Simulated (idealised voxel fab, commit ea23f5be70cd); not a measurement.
This is a process module. Its name is voxel transistor to metal.
Shown is cross-section cut, with a width of 285 nm and square cells of size 5 nm.
Think of the cross-section as a grid of square cells. We describe it in bands, top to bottom, and each band covers one or more rows of those cells.
First you get the band's top height and its bottom height, in nm, and then the materials it's made of, left to right, with each width in nm. If you see a single material with "throughout", that one covers the band edge to edge. "empty" is empty space.
Heights are expressed relative to 0, this being the level below which the as-received wafer comprises one material exclusively. The lowest band is unbounded in the downward direction and is denoted as in "0..down".
It should be noted that a width expressed as "30 to 40" varies in equal increments from row to row of cells within the band, taking the value of the first number at the top row and that of the second number at the bottom row.
A step reported as "nothing changed" is a step in which no cell of the cross-section changed.
Entry "Cavities, sealed" = empty spaces >= 8 cells with no open way to the top; each as width x height at distance, distance from left edge, all nm.
Past the settings on a step's line: simulator remark, on that step.
Each step line may optionally specify "overlay nm", which for a step with a mask gives the rightward distance between the mask's planned place and where it lay, a negative value indicating the leftward direction.
Here's what the planned process steps look like
1 RECEIVE with material Si
2 CONFORMAL_DEP with material SiO2, thk nm 5
3 CONFORMAL_DEP with material SiN, thk nm 10
4 PATTERN with tone cover, mask id ACTIVE, material resist, width nm 105, pitch nm 135, thk nm 20, overlay nm 0
5 DIRECTIONAL_ETCH with etch materials SiN, depth nm 10
6 DIRECTIONAL_ETCH with etch materials SiO2, depth nm 5
7 DIRECTIONAL_ETCH with etch materials Si, depth nm 35
8 STRIP with etch materials resist
9 OXIDIZE with depth nm 5
10 FILL_DEP with material SiO2, thk nm 10
11 CMP with height nm 15
12 SELECTIVE_ETCH with etch materials SiO2, depth nm 10
13 STRIP with etch materials SiN
14 SELECTIVE_ETCH with etch materials SiO2, depth nm 5
15 OXIDIZE with depth nm 5
16 DIRECTIONAL_DEP with material polySi, thk nm 25
17 DIRECTIONAL_DEP with material SiCN, thk nm 15
18 MASKED_ETCH with tone cover, mask id GATE, width nm 25, pitch nm 135, etch materials SiCN, depth nm 25, overlay nm 0
19 MASKED_ETCH with tone cover, mask id GATE, width nm 25, pitch nm 135, etch materials polySi, depth nm 35, overlay nm 0
20 CONFORMAL_DEP with material SiN, thk nm 5
21 DIRECTIONAL_ETCH with etch materials SiN, depth nm 5
22 DIRECTIONAL_ETCH with etch materials SiO2, depth nm 5
23 DIRECTIONAL_ETCH with etch materials Si, depth nm 10
24 EPI with material nSi, thk nm 10
25 FILL_DEP with material SiO2, thk nm 5
26 CMP with height nm 40
27 DIRECTIONAL_DEP with material SiO2, thk nm 15
28 PATTERN with tone open, mask id CONTACT, material resist, width nm 15, thk nm 20, overlay nm 0
29 DIRECTIONAL_ETCH with etch materials SiO2, depth nm 60
30 STRIP with etch materials resist
31 CONFORMAL_DEP with material TiN, thk nm 5
32 FILL_DEP with material W, thk nm 5
33 CMP with height nm 55
34 CONFORMAL_DEP with material SiCN, thk nm 5
35 DIRECTIONAL_DEP with material lowk, thk nm 25
36 PATTERN with tone open, mask id METAL_1, material resist, width nm 15, thk nm 15, overlay nm 0
37 DIRECTIONAL_ETCH with etch materials lowk, depth nm 25
38 DIRECTIONAL_ETCH with etch materials SiCN, depth nm 5
39 STRIP with etch materials resist
40 CONFORMAL_DEP with material TiN, thk nm 5
41 FILL_DEP with material Ru, thk nm 10
42 CMP with height nm 85
43 CONFORMAL_DEP with material SiCN, thk nm 5
First of two wafers, processed according to plan
So this is the incoming wafer in cross-section - it's already been through step 1
0..down | Si throughout
Cavities, sealed: none
Cross-section through the wafer, step 2 finished
5..0 | SiO2 throughout
For the remainder of the cross-section, below 0, there is no change.
Cross-section through the wafer, step 3 finished
15..5 | SiN throughout
For the remainder of the cross-section, below 5, there is no change.
Cross-section through the wafer, step 4 finished
35..15 | 20 empty / 105 resist / 30 empty / 105 resist / 25 empty
For the remainder of the cross-section, below 15, there is no change.
Cross-section through the wafer, step 5 finished
35..15 | 20 empty / 105 resist / 30 empty / 105 resist / 25 empty
15..5 | 20 empty / 105 SiN / 30 empty / 105 SiN / 25 empty
For the remainder of the cross-section, below 5, there is no change.
Cross-section through the wafer, step 6 finished
35..15 | 20 empty / 105 resist / 30 empty / 105 resist / 25 empty
15..5 | 20 empty / 105 SiN / 30 empty / 105 SiN / 25 empty
5..0 | 20 empty / 105 SiO2 / 30 empty / 105 SiO2 / 25 empty
For the remainder of the cross-section, below 0, there is no change.
Cross-section through the wafer, step 7 finished
35..15 | 20 empty / 105 resist / 30 empty / 105 resist / 25 empty
15..5 | 20 empty / 105 SiN / 30 empty / 105 SiN / 25 empty
5..0 | 20 empty / 105 SiO2 / 30 empty / 105 SiO2 / 25 empty
0..-35 | 20 empty / 105 Si / 30 empty / 105 Si / 25 empty
For the remainder of the cross-section, below -35, there is no change.
Cross-section through the wafer, step 8 finished
15..5 | 20 empty / 105 SiN / 30 empty / 105 SiN / 25 empty
For the remainder of the cross-section, below 5, there is no change.
Cross-section through the wafer, step 9 finished
15..5 | 20 empty / 105 SiN / 30 empty / 105 SiN / 25 empty
5..0 | 20 empty / 105 SiO2 / 30 empty / 105 SiO2 / 25 empty
0..-35 | 20 empty / 5 SiO2 / 95 Si / 5 SiO2 / 30 empty / 5 SiO2 / 95 Si / 5 SiO2 / 25 empty
-35..-40 | 25 SiO2 / 95 Si / 40 SiO2 / 95 Si / 30 SiO2
For the remainder of the cross-section, below -40, there is no change.
Cross-section through the wafer, step 10 finished
25..15 | SiO2 throughout
15..5 | 20 SiO2 / 105 SiN / 30 SiO2 / 105 SiN / 25 SiO2
5..0 | SiO2 throughout
0..-40 | 25 SiO2 / 95 Si / 40 SiO2 / 95 Si / 30 SiO2
For the remainder of the cross-section, below -40, there is no change.
Cross-section through the wafer, step 11 finished
15..5 | 20 SiO2 / 105 SiN / 30 SiO2 / 105 SiN / 25 SiO2
For the remainder of the cross-section, below 5, there is no change.
Cross-section through the wafer, step 12 finished
15..5 | 20 empty / 105 SiN / 30 empty / 105 SiN / 25 empty
For the remainder of the cross-section, below 5, there is no change.
Cross-section through the wafer, step 13 finished
5..0 | SiO2 throughout
For the remainder of the cross-section, below 0, there is no change.
Cross-section through the wafer, step 14 finished
0..-40 | 25 SiO2 / 95 Si / 40 SiO2 / 95 Si / 30 SiO2
For the remainder of the cross-section, below -40, there is no change.
Cross-section through the wafer, step 15 finished
0..-5 | SiO2 throughout
For the remainder of the cross-section, below -5, there is no change.
Cross-section through the wafer, step 16 finished
25..0 | polySi throughout
For the remainder of the cross-section, below 0, there is no change.
Cross-section through the wafer, step 17 finished
40..25 | SiCN throughout
For the remainder of the cross-section, below 25, there is no change.
Cross-section through the wafer, step 18 finished
40..25 | 60 empty / 25 SiCN / 110 empty / 25 SiCN / 65 empty
For the remainder of the cross-section, below 25, there is no change.
Cross-section through the wafer, step 19 finished
40..25 | 60 empty / 25 SiCN / 110 empty / 25 SiCN / 65 empty
25..0 | 60 empty / 25 polySi / 110 empty / 25 polySi / 65 empty
For the remainder of the cross-section, below 0, there is no change.
Cross-section through the wafer, step 20 finished
45..40 | 55 empty / 35 SiN / 100 empty / 35 SiN / 60 empty
40..25 | 55 empty / 5 SiN / 25 SiCN / 5 SiN / 100 empty / 5 SiN / 25 SiCN / 5 SiN / 60 empty
25..5 | 55 empty / 5 SiN / 25 polySi / 5 SiN / 100 empty / 5 SiN / 25 polySi / 5 SiN / 60 empty
5..0 | 60 SiN / 25 polySi / 110 SiN / 25 polySi / 65 SiN
For the remainder of the cross-section, below 0, there is no change.
Cross-section through the wafer, step 21 finished
40..25 | 55 empty / 5 SiN / 25 SiCN / 5 SiN / 100 empty / 5 SiN / 25 SiCN / 5 SiN / 60 empty
25..0 | 55 empty / 5 SiN / 25 polySi / 5 SiN / 100 empty / 5 SiN / 25 polySi / 5 SiN / 60 empty
For the remainder of the cross-section, below 0, there is no change.
Cross-section through the wafer, step 22 finished
40..25 | 55 empty / 5 SiN / 25 SiCN / 5 SiN / 100 empty / 5 SiN / 25 SiCN / 5 SiN / 60 empty
25..0 | 55 empty / 5 SiN / 25 polySi / 5 SiN / 100 empty / 5 SiN / 25 polySi / 5 SiN / 60 empty
0..-5 | 55 empty / 35 SiO2 / 100 empty / 35 SiO2 / 60 empty
For the remainder of the cross-section, below -5, there is no change.
Cross-section through the wafer, step 23 finished
40..25 | 55 empty / 5 SiN / 25 SiCN / 5 SiN / 100 empty / 5 SiN / 25 SiCN / 5 SiN / 60 empty
25..0 | 55 empty / 5 SiN / 25 polySi / 5 SiN / 100 empty / 5 SiN / 25 polySi / 5 SiN / 60 empty
0..-5 | 55 empty / 35 SiO2 / 100 empty / 35 SiO2 / 60 empty
-5..-15 | 25 SiO2 / 30 empty / 35 Si / 30 empty / 40 SiO2 / 30 empty / 35 Si / 30 empty / 30 SiO2
For the remainder of the cross-section, below -15, there is no change.
Cross-section through the wafer, step 24 finished
40..25 | 55 empty / 5 SiN / 25 SiCN / 5 SiN / 100 empty / 5 SiN / 25 SiCN / 5 SiN / 60 empty
25..5 | 55 empty / 5 SiN / 25 polySi / 5 SiN / 100 empty / 5 SiN / 25 polySi / 5 SiN / 60 empty
5..0 | 45 empty / 10 nSi / 5 SiN / 25 polySi / 5 SiN / 10 nSi / 80 empty / 10 nSi / 5 SiN / 25 polySi / 5 SiN / 10 nSi / 50 empty
0..-5 | 45 empty / 10 nSi / 35 SiO2 / 10 nSi / 80 empty / 10 nSi / 35 SiO2 / 10 nSi / 50 empty
-5..-15 | 25 SiO2 / 30 nSi / 35 Si / 30 nSi / 40 SiO2 / 30 nSi / 35 Si / 30 nSi / 30 SiO2
For the remainder of the cross-section, below -15, there is no change.
Cross-section through the wafer, step 25 finished
45..40 | SiO2 throughout
40..25 | 55 SiO2 / 5 SiN / 25 SiCN / 5 SiN / 100 SiO2 / 5 SiN / 25 SiCN / 5 SiN / 60 SiO2
25..5 | 55 SiO2 / 5 SiN / 25 polySi / 5 SiN / 100 SiO2 / 5 SiN / 25 polySi / 5 SiN / 60 SiO2
5..0 | 45 SiO2 / 10 nSi / 5 SiN / 25 polySi / 5 SiN / 10 nSi / 80 SiO2 / 10 nSi / 5 SiN / 25 polySi / 5 SiN / 10 nSi / 50 SiO2
0..-5 | 45 SiO2 / 10 nSi / 35 SiO2 / 10 nSi / 80 SiO2 / 10 nSi / 35 SiO2 / 10 nSi / 50 SiO2
For the remainder of the cross-section, below -5, there is no change.
Cross-section through the wafer, step 26 finished
40..25 | 55 SiO2 / 5 SiN / 25 SiCN / 5 SiN / 100 SiO2 / 5 SiN / 25 SiCN / 5 SiN / 60 SiO2
For the remainder of the cross-section, below 25, there is no change.
Cross-section through the wafer, step 27 finished
55..40 | SiO2 throughout
For the remainder of the cross-section, below 40, there is no change.
Cross-section through the wafer, step 28 finished
75..55 | 25 resist / 15 empty / 65 resist / 15 empty / 40 resist / 15 empty / 65 resist / 15 empty / 30 resist
For the remainder of the cross-section, below 55, there is no change.
Cross-section through the wafer, step 29 finished
75..55 | 25 resist / 15 empty / 65 resist / 15 empty / 40 resist / 15 empty / 65 resist / 15 empty / 30 resist
55..40 | 25 SiO2 / 15 empty / 65 SiO2 / 15 empty / 40 SiO2 / 15 empty / 65 SiO2 / 15 empty / 30 SiO2
40..25 | 25 SiO2 / 15 empty / 15 SiO2 / 5 SiN / 25 SiCN / 5 SiN / 15 SiO2 / 15 empty / 40 SiO2 / 15 empty / 15 SiO2 / 5 SiN / 25 SiCN / 5 SiN / 15 SiO2 / 15 empty / 30 SiO2
25..5 | 25 SiO2 / 15 empty / 15 SiO2 / 5 SiN / 25 polySi / 5 SiN / 15 SiO2 / 15 empty / 40 SiO2 / 15 empty / 15 SiO2 / 5 SiN / 25 polySi / 5 SiN / 15 SiO2 / 15 empty / 30 SiO2
5..0 | 25 SiO2 / 15 empty / 5 SiO2 / 10 nSi / 5 SiN / 25 polySi / 5 SiN / 10 nSi / 5 SiO2 / 15 empty / 40 SiO2 / 15 empty / 5 SiO2 / 10 nSi / 5 SiN / 25 polySi / 5 SiN / 10 nSi / 5 SiO2 / 15 empty / 30 SiO2
0..-5 | 25 SiO2 / 15 empty / 5 SiO2 / 10 nSi / 35 SiO2 / 10 nSi / 5 SiO2 / 15 empty / 40 SiO2 / 15 empty / 5 SiO2 / 10 nSi / 35 SiO2 / 10 nSi / 5 SiO2 / 15 empty / 30 SiO2
For the remainder of the cross-section, below -5, there is no change.
Cross-section through the wafer, step 30 finished
55..40 | 25 SiO2 / 15 empty / 65 SiO2 / 15 empty / 40 SiO2 / 15 empty / 65 SiO2 / 15 empty / 30 SiO2
For the remainder of the cross-section, below 40, there is no change.
Cross-section through the wafer, step 31 finished
60..55 | 30 TiN / 5 empty / 75 TiN / 5 empty / 50 TiN / 5 empty / 75 TiN / 5 empty / 35 TiN
55..40 | 25 SiO2 / 5 TiN / 5 empty / 5 TiN / 65 SiO2 / 5 TiN / 5 empty / 5 TiN / 40 SiO2 / 5 TiN / 5 empty / 5 TiN / 65 SiO2 / 5 TiN / 5 empty / 5 TiN / 30 SiO2
40..25 | 25 SiO2 / 5 TiN / 5 empty / 5 TiN / 15 SiO2 / 5 SiN / 25 SiCN / 5 SiN / 15 SiO2 / 5 TiN / 5 empty / 5 TiN / 40 SiO2 / 5 TiN / 5 empty / 5 TiN / 15 SiO2 / 5 SiN / 25 SiCN / 5 SiN / 15 SiO2 / 5 TiN / 5 empty / 5 TiN / 30 SiO2
25..5 | 25 SiO2 / 5 TiN / 5 empty / 5 TiN / 15 SiO2 / 5 SiN / 25 polySi / 5 SiN / 15 SiO2 / 5 TiN / 5 empty / 5 TiN / 40 SiO2 / 5 TiN / 5 empty / 5 TiN / 15 SiO2 / 5 SiN / 25 polySi / 5 SiN / 15 SiO2 / 5 TiN / 5 empty / 5 TiN / 30 SiO2
5..0 | 25 SiO2 / 5 TiN / 5 empty / 5 TiN / 5 SiO2 / 10 nSi / 5 SiN / 25 polySi / 5 SiN / 10 nSi / 5 SiO2 / 5 TiN / 5 empty / 5 TiN / 40 SiO2 / 5 TiN / 5 empty / 5 TiN / 5 SiO2 / 10 nSi / 5 SiN / 25 polySi / 5 SiN / 10 nSi / 5 SiO2 / 5 TiN / 5 empty / 5 TiN / 30 SiO2
0..-5 | 25 SiO2 / 15 TiN / 5 SiO2 / 10 nSi / 35 SiO2 / 10 nSi / 5 SiO2 / 15 TiN / 40 SiO2 / 15 TiN / 5 SiO2 / 10 nSi / 35 SiO2 / 10 nSi / 5 SiO2 / 15 TiN / 30 SiO2
For the remainder of the cross-section, below -5, there is no change.
Cross-section through the wafer, step 32 finished
65..60 | W throughout
60..55 | 30 TiN / 5 W / 75 TiN / 5 W / 50 TiN / 5 W / 75 TiN / 5 W / 35 TiN
55..40 | 25 SiO2 / 5 TiN / 5 W / 5 TiN / 65 SiO2 / 5 TiN / 5 W / 5 TiN / 40 SiO2 / 5 TiN / 5 W / 5 TiN / 65 SiO2 / 5 TiN / 5 W / 5 TiN / 30 SiO2
40..25 | 25 SiO2 / 5 TiN / 5 W / 5 TiN / 15 SiO2 / 5 SiN / 25 SiCN / 5 SiN / 15 SiO2 / 5 TiN / 5 W / 5 TiN / 40 SiO2 / 5 TiN / 5 W / 5 TiN / 15 SiO2 / 5 SiN / 25 SiCN / 5 SiN / 15 SiO2 / 5 TiN / 5 W / 5 TiN / 30 SiO2
25..5 | 25 SiO2 / 5 TiN / 5 W / 5 TiN / 15 SiO2 / 5 SiN / 25 polySi / 5 SiN / 15 SiO2 / 5 TiN / 5 W / 5 TiN / 40 SiO2 / 5 TiN / 5 W / 5 TiN / 15 SiO2 / 5 SiN / 25 polySi / 5 SiN / 15 SiO2 / 5 TiN / 5 W / 5 TiN / 30 SiO2
5..0 | 25 SiO2 / 5 TiN / 5 W / 5 TiN / 5 SiO2 / 10 nSi / 5 SiN / 25 polySi / 5 SiN / 10 nSi / 5 SiO2 / 5 TiN / 5 W / 5 TiN / 40 SiO2 / 5 TiN / 5 W / 5 TiN / 5 SiO2 / 10 nSi / 5 SiN / 25 polySi / 5 SiN / 10 nSi / 5 SiO2 / 5 TiN / 5 W / 5 TiN / 30 SiO2
For the remainder of the cross-section, below 0, there is no change.
Cross-section through the wafer, step 33 finished
55..40 | 25 SiO2 / 5 TiN / 5 W / 5 TiN / 65 SiO2 / 5 TiN / 5 W / 5 TiN / 40 SiO2 / 5 TiN / 5 W / 5 TiN / 65 SiO2 / 5 TiN / 5 W / 5 TiN / 30 SiO2
For the remainder of the cross-section, below 40, there is no change.
Cross-section through the wafer, step 34 finished
60..55 | SiCN throughout
For the remainder of the cross-section, below 55, there is no change.
Cross-section through the wafer, step 35 finished
85..60 | lowk throughout
For the remainder of the cross-section, below 60, there is no change.
Cross-section through the wafer, step 36 finished
100..85 | 25 resist / 15 empty / 65 resist / 15 empty / 40 resist / 15 empty / 65 resist / 15 empty / 30 resist
For the remainder of the cross-section, below 85, there is no change.
Cross-section through the wafer, step 37 finished
100..85 | 25 resist / 15 empty / 65 resist / 15 empty / 40 resist / 15 empty / 65 resist / 15 empty / 30 resist
85..60 | 25 lowk / 15 empty / 65 lowk / 15 empty / 40 lowk / 15 empty / 65 lowk / 15 empty / 30 lowk
For the remainder of the cross-section, below 60, there is no change.
Cross-section through the wafer, step 38 finished
100..85 | 25 resist / 15 empty / 65 resist / 15 empty / 40 resist / 15 empty / 65 resist / 15 empty / 30 resist
85..60 | 25 lowk / 15 empty / 65 lowk / 15 empty / 40 lowk / 15 empty / 65 lowk / 15 empty / 30 lowk
60..55 | 25 SiCN / 15 empty / 65 SiCN / 15 empty / 40 SiCN / 15 empty / 65 SiCN / 15 empty / 30 SiCN
For the remainder of the cross-section, below 55, there is no change.
Cross-section through the wafer, step 39 finished
85..60 | 25 lowk / 15 empty / 65 lowk / 15 empty / 40 lowk / 15 empty / 65 lowk / 15 empty / 30 lowk
For the remainder of the cross-section, below 60, there is no change.
Cross-section through the wafer, step 40 finished
90..85 | 30 TiN / 5 empty / 75 TiN / 5 empty / 50 TiN / 5 empty / 75 TiN / 5 empty / 35 TiN
85..60 | 25 lowk / 5 TiN / 5 empty / 5 TiN / 65 lowk / 5 TiN / 5 empty / 5 TiN / 40 lowk / 5 TiN / 5 empty / 5 TiN / 65 lowk / 5 TiN / 5 empty / 5 TiN / 30 lowk
60..55 | 25 SiCN / 15 TiN / 65 SiCN / 15 TiN / 40 SiCN / 15 TiN / 65 SiCN / 15 TiN / 30 SiCN
For the remainder of the cross-section, below 55, there is no change.
Cross-section through the wafer, step 41 finished
100..90 | Ru throughout
90..85 | 30 TiN / 5 Ru / 75 TiN / 5 Ru / 50 TiN / 5 Ru / 75 TiN / 5 Ru / 35 TiN
85..60 | 25 lowk / 5 TiN / 5 Ru / 5 TiN / 65 lowk / 5 TiN / 5 Ru / 5 TiN / 40 lowk / 5 TiN / 5 Ru / 5 TiN / 65 lowk / 5 TiN / 5 Ru / 5 TiN / 30 lowk
For the remainder of the cross-section, below 60, there is no change.
Cross-section through the wafer, step 42 finished
85..60 | 25 lowk / 5 TiN / 5 Ru / 5 TiN / 65 lowk / 5 TiN / 5 Ru / 5 TiN / 40 lowk / 5 TiN / 5 Ru / 5 TiN / 65 lowk / 5 TiN / 5 Ru / 5 TiN / 30 lowk
For the remainder of the cross-section, below 60, there is no change.
Cross-section through the wafer, step 43 finished
90..85 | SiCN throughout
For the remainder of the cross-section, below 85, there is no change.
Second wafer: same start and same plan as the first, one execution error; identical to the first through step 27
Second wafer cross-section, taken as of the time the plan sets for step 28 to be done
75..55 | 25 resist / 20 empty / 60 resist / 20 empty / 35 resist / 20 empty / 60 resist / 20 empty / 25 resist
For the remainder of the cross-section, below 55, there is no change.
Second wafer cross-section, taken as of the time the plan sets for step 29 to be done
75..55 | 25 resist / 20 empty / 60 resist / 20 empty / 35 resist / 20 empty / 60 resist / 20 empty / 25 resist
55..40 | 25 SiO2 / 20 empty / 60 SiO2 / 20 empty / 35 SiO2 / 20 empty / 60 SiO2 / 20 empty / 25 SiO2
40..25 | 25 SiO2 / 20 empty / 10 SiO2 / 5 SiN / 25 SiCN / 5 SiN / 15 SiO2 / 20 empty / 35 SiO2 / 20 empty / 10 SiO2 / 5 SiN / 25 SiCN / 5 SiN / 15 SiO2 / 20 empty / 25 SiO2
25..5 | 25 SiO2 / 20 empty / 10 SiO2 / 5 SiN / 25 polySi / 5 SiN / 15 SiO2 / 20 empty / 35 SiO2 / 20 empty / 10 SiO2 / 5 SiN / 25 polySi / 5 SiN / 15 SiO2 / 20 empty / 25 SiO2
5..0 | 25 SiO2 / 20 empty / 10 nSi / 5 SiN / 25 polySi / 5 SiN / 10 nSi / 5 SiO2 / 20 empty / 35 SiO2 / 20 empty / 10 nSi / 5 SiN / 25 polySi / 5 SiN / 10 nSi / 5 SiO2 / 20 empty / 25 SiO2
0..-5 | 25 SiO2 / 20 empty / 10 nSi / 35 SiO2 / 10 nSi / 5 SiO2 / 20 empty / 35 SiO2 / 20 empty / 10 nSi / 35 SiO2 / 10 nSi / 5 SiO2 / 20 empty / 25 SiO2
For the remainder of the cross-section, below -5, there is no change.
Second wafer cross-section, taken as of the time the plan sets for step 30 to be done
55..40 | 25 SiO2 / 20 empty / 60 SiO2 / 20 empty / 35 SiO2 / 20 empty / 60 SiO2 / 20 empty / 25 SiO2
For the remainder of the cross-section, below 40, there is no change.
Second wafer cross-section, taken as of the time the plan sets for step 31 to be done
60..55 | 30 TiN / 10 empty / 70 TiN / 10 empty / 45 TiN / 10 empty / 70 TiN / 10 empty / 30 TiN
55..40 | 25 SiO2 / 5 TiN / 10 empty / 5 TiN / 60 SiO2 / 5 TiN / 10 empty / 5 TiN / 35 SiO2 / 5 TiN / 10 empty / 5 TiN / 60 SiO2 / 5 TiN / 10 empty / 5 TiN / 25 SiO2
40..25 | 25 SiO2 / 5 TiN / 10 empty / 5 TiN / 10 SiO2 / 5 SiN / 25 SiCN / 5 SiN / 15 SiO2 / 5 TiN / 10 empty / 5 TiN / 35 SiO2 / 5 TiN / 10 empty / 5 TiN / 10 SiO2 / 5 SiN / 25 SiCN / 5 SiN / 15 SiO2 / 5 TiN / 10 empty / 5 TiN / 25 SiO2
25..5 | 25 SiO2 / 5 TiN / 10 empty / 5 TiN / 10 SiO2 / 5 SiN / 25 polySi / 5 SiN / 15 SiO2 / 5 TiN / 10 empty / 5 TiN / 35 SiO2 / 5 TiN / 10 empty / 5 TiN / 10 SiO2 / 5 SiN / 25 polySi / 5 SiN / 15 SiO2 / 5 TiN / 10 empty / 5 TiN / 25 SiO2
5..0 | 25 SiO2 / 5 TiN / 10 empty / 5 TiN / 10 nSi / 5 SiN / 25 polySi / 5 SiN / 10 nSi / 5 SiO2 / 5 TiN / 10 empty / 5 TiN / 35 SiO2 / 5 TiN / 10 empty / 5 TiN / 10 nSi / 5 SiN / 25 polySi / 5 SiN / 10 nSi / 5 SiO2 / 5 TiN / 10 empty / 5 TiN / 25 SiO2
0..-5 | 25 SiO2 / 20 TiN / 10 nSi / 35 SiO2 / 10 nSi / 5 SiO2 / 20 TiN / 35 SiO2 / 20 TiN / 10 nSi / 35 SiO2 / 10 nSi / 5 SiO2 / 20 TiN / 25 SiO2
For the remainder of the cross-section, below -5, there is no change.
Second wafer cross-section, taken as of the time the plan sets for step 32 to be done
65..60 | W throughout
60..55 | 30 TiN / 10 W / 70 TiN / 10 W / 45 TiN / 10 W / 70 TiN / 10 W / 30 TiN
55..40 | 25 SiO2 / 5 TiN / 10 W / 5 TiN / 60 SiO2 / 5 TiN / 10 W / 5 TiN / 35 SiO2 / 5 TiN / 10 W / 5 TiN / 60 SiO2 / 5 TiN / 10 W / 5 TiN / 25 SiO2
40..25 | 25 SiO2 / 5 TiN / 10 W / 5 TiN / 10 SiO2 / 5 SiN / 25 SiCN / 5 SiN / 15 SiO2 / 5 TiN / 10 W / 5 TiN / 35 SiO2 / 5 TiN / 10 W / 5 TiN / 10 SiO2 / 5 SiN / 25 SiCN / 5 SiN / 15 SiO2 / 5 TiN / 10 W / 5 TiN / 25 SiO2
25..5 | 25 SiO2 / 5 TiN / 10 W / 5 TiN / 10 SiO2 / 5 SiN / 25 polySi / 5 SiN / 15 SiO2 / 5 TiN / 10 W / 5 TiN / 35 SiO2 / 5 TiN / 10 W / 5 TiN / 10 SiO2 / 5 SiN / 25 polySi / 5 SiN / 15 SiO2 / 5 TiN / 10 W / 5 TiN / 25 SiO2
5..0 | 25 SiO2 / 5 TiN / 10 W / 5 TiN / 10 nSi / 5 SiN / 25 polySi / 5 SiN / 10 nSi / 5 SiO2 / 5 TiN / 10 W / 5 TiN / 35 SiO2 / 5 TiN / 10 W / 5 TiN / 10 nSi / 5 SiN / 25 polySi / 5 SiN / 10 nSi / 5 SiO2 / 5 TiN / 10 W / 5 TiN / 25 SiO2
For the remainder of the cross-section, below 0, there is no change.
Second wafer cross-section, taken as of the time the plan sets for step 33 to be done
55..40 | 25 SiO2 / 5 TiN / 10 W / 5 TiN / 60 SiO2 / 5 TiN / 10 W / 5 TiN / 35 SiO2 / 5 TiN / 10 W / 5 TiN / 60 SiO2 / 5 TiN / 10 W / 5 TiN / 25 SiO2
For the remainder of the cross-section, below 40, there is no change.
Second wafer cross-section, taken as of the time the plan sets for step 34 to be done
60..55 | SiCN throughout
For the remainder of the cross-section, below 55, there is no change.
Second wafer cross-section, taken as of the time the plan sets for step 35 to be done
85..60 | lowk throughout
For the remainder of the cross-section, below 60, there is no change.
Second wafer cross-section, taken as of the time the plan sets for step 36 to be done
100..85 | 25 resist / 15 empty / 65 resist / 15 empty / 40 resist / 15 empty / 65 resist / 15 empty / 30 resist
For the remainder of the cross-section, below 85, there is no change.
Second wafer cross-section, taken as of the time the plan sets for step 37 to be done
100..85 | 25 resist / 15 empty / 65 resist / 15 empty / 40 resist / 15 empty / 65 resist / 15 empty / 30 resist
85..60 | 25 lowk / 15 empty / 65 lowk / 15 empty / 40 lowk / 15 empty / 65 lowk / 15 empty / 30 lowk
For the remainder of the cross-section, below 60, there is no change.
Second wafer cross-section, taken as of the time the plan sets for step 38 to be done
100..85 | 25 resist / 15 empty / 65 resist / 15 empty / 40 resist / 15 empty / 65 resist / 15 empty / 30 resist
85..60 | 25 lowk / 15 empty / 65 lowk / 15 empty / 40 lowk / 15 empty / 65 lowk / 15 empty / 30 lowk
60..55 | 25 SiCN / 15 empty / 65 SiCN / 15 empty / 40 SiCN / 15 empty / 65 SiCN / 15 empty / 30 SiCN
For the remainder of the cross-section, below 55, there is no change.
Second wafer cross-section, taken as of the time the plan sets for step 39 to be done
85..60 | 25 lowk / 15 empty / 65 lowk / 15 empty / 40 lowk / 15 empty / 65 lowk / 15 empty / 30 lowk
For the remainder of the cross-section, below 60, there is no change.
Second wafer cross-section, taken as of the time the plan sets for step 40 to be done
90..85 | 30 TiN / 5 empty / 75 TiN / 5 empty / 50 TiN / 5 empty / 75 TiN / 5 empty / 35 TiN
85..60 | 25 lowk / 5 TiN / 5 empty / 5 TiN / 65 lowk / 5 TiN / 5 empty / 5 TiN / 40 lowk / 5 TiN / 5 empty / 5 TiN / 65 lowk / 5 TiN / 5 empty / 5 TiN / 30 lowk
60..55 | 25 SiCN / 15 TiN / 65 SiCN / 15 TiN / 40 SiCN / 15 TiN / 65 SiCN / 15 TiN / 30 SiCN
For the remainder of the cross-section, below 55, there is no change.
Second wafer cross-section, taken as of the time the plan sets for step 41 to be done
100..90 | Ru throughout
90..85 | 30 TiN / 5 Ru / 75 TiN / 5 Ru / 50 TiN / 5 Ru / 75 TiN / 5 Ru / 35 TiN
85..60 | 25 lowk / 5 TiN / 5 Ru / 5 TiN / 65 lowk / 5 TiN / 5 Ru / 5 TiN / 40 lowk / 5 TiN / 5 Ru / 5 TiN / 65 lowk / 5 TiN / 5 Ru / 5 TiN / 30 lowk
For the remainder of the cross-section, below 60, there is no change.
Second wafer cross-section, taken as of the time the plan sets for step 42 to be done
85..60 | 25 lowk / 5 TiN / 5 Ru / 5 TiN / 65 lowk / 5 TiN / 5 Ru / 5 TiN / 40 lowk / 5 TiN / 5 Ru / 5 TiN / 65 lowk / 5 TiN / 5 Ru / 5 TiN / 30 lowk
For the remainder of the cross-section, below 60, there is no change.
Second wafer cross-section, taken as of the time the plan sets for step 43 to be done
90..85 | SiCN throughout
For the remainder of the cross-section, below 85, there is no change.
Deviation from plan: step 28 changed vs plan, executed as PATTERN with tone open, mask id CONTACT, material resist, width nm 20, thk nm 20, overlay nm 0
The second wafer ends with more or fewer cells of some materials than the first, per final count: SiO2 -48, TiN +4, W +44
